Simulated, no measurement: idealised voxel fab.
process module | voxel fin reveal
cross-section cut | 180 nm wide | cells 5 nm
A cross-section is a grid of square cells, given in bands from the top down. A band is one or more rows of cells.
Each band's line starts with the height of the band's top and of its bottom, in nm. Then come its materials from left to right, each with its width in nm. One material with "throughout" fills the band from edge to edge. "air" is empty space.
Height 0 is the level under which the wafer as received is all one material. The lowest band goes on downwards, as in "0 down".
A width such as "30 to 40" changes by the same amount from each row of cells to the next, from the band's top row to its bottom row.
"no change" after a step means that no cell of the cross-section changed.
closed voids: empty space of 8 cells or more with no open way to the top, each as width x height at its distance from the left edge, in nm
after a step's settings: what the simulator itself notes on the step
overlay nm, on a step with a mask: how far to the right of its planned place the mask lay; to the left if negative
plan
1 op RECEIVE | material Si
2 op CONFORMAL_DEP | material SiN | thk nm 10
3 op DIRECTIONAL_DEP | material aC | thk nm 10
4 op PATTERN | tone cover | mask id FINS | material resist | width nm 15 | pitch nm 45 | thk nm 25 | overlay nm 0
5 op DIRECTIONAL_ETCH | etch materials aC | depth nm 10
6 op STRIP | etch materials resist
7 op DIRECTIONAL_ETCH | etch materials SiN | depth nm 10
8 op DIRECTIONAL_ETCH | etch materials Si | depth nm 30
9 op STRIP | etch materials aC
10 op FILL_DEP | material SiO2 | thk nm 10
11 op CMP | height nm 10
12 op SELECTIVE_ETCH | etch materials SiO2 | depth nm 30
13 op STRIP | etch materials SiN
14 op CONFORMAL_DEP | material HfO2 | thk nm 5
as received, after step 1
  0 down: Si throughout
  closed voids: none
a wafer at the end: this start, this plan, one mistake
  5 to 0: HfO2 65 | air 5 | HfO2 40 | air 5 | HfO2 65
  0 to -15: Si 60 | HfO2 5 | air 5 | HfO2 5 | Si 30 | HfO2 5 | air 5 | HfO2 5 | Si 60
  -15 to -20: Si 60 | HfO2 15 | Si 30 | HfO2 15 | Si 60
  -20 to -30: Si 60 | SiO2 15 | Si 30 | SiO2 15 | Si 60
  -30 down: Si throughout
  closed voids: none
what went wrong: step 4 ran as: op PATTERN | tone open | mask id FINS | material resist | width nm 15 | pitch nm 45 | thk nm 25 | overlay nm 0
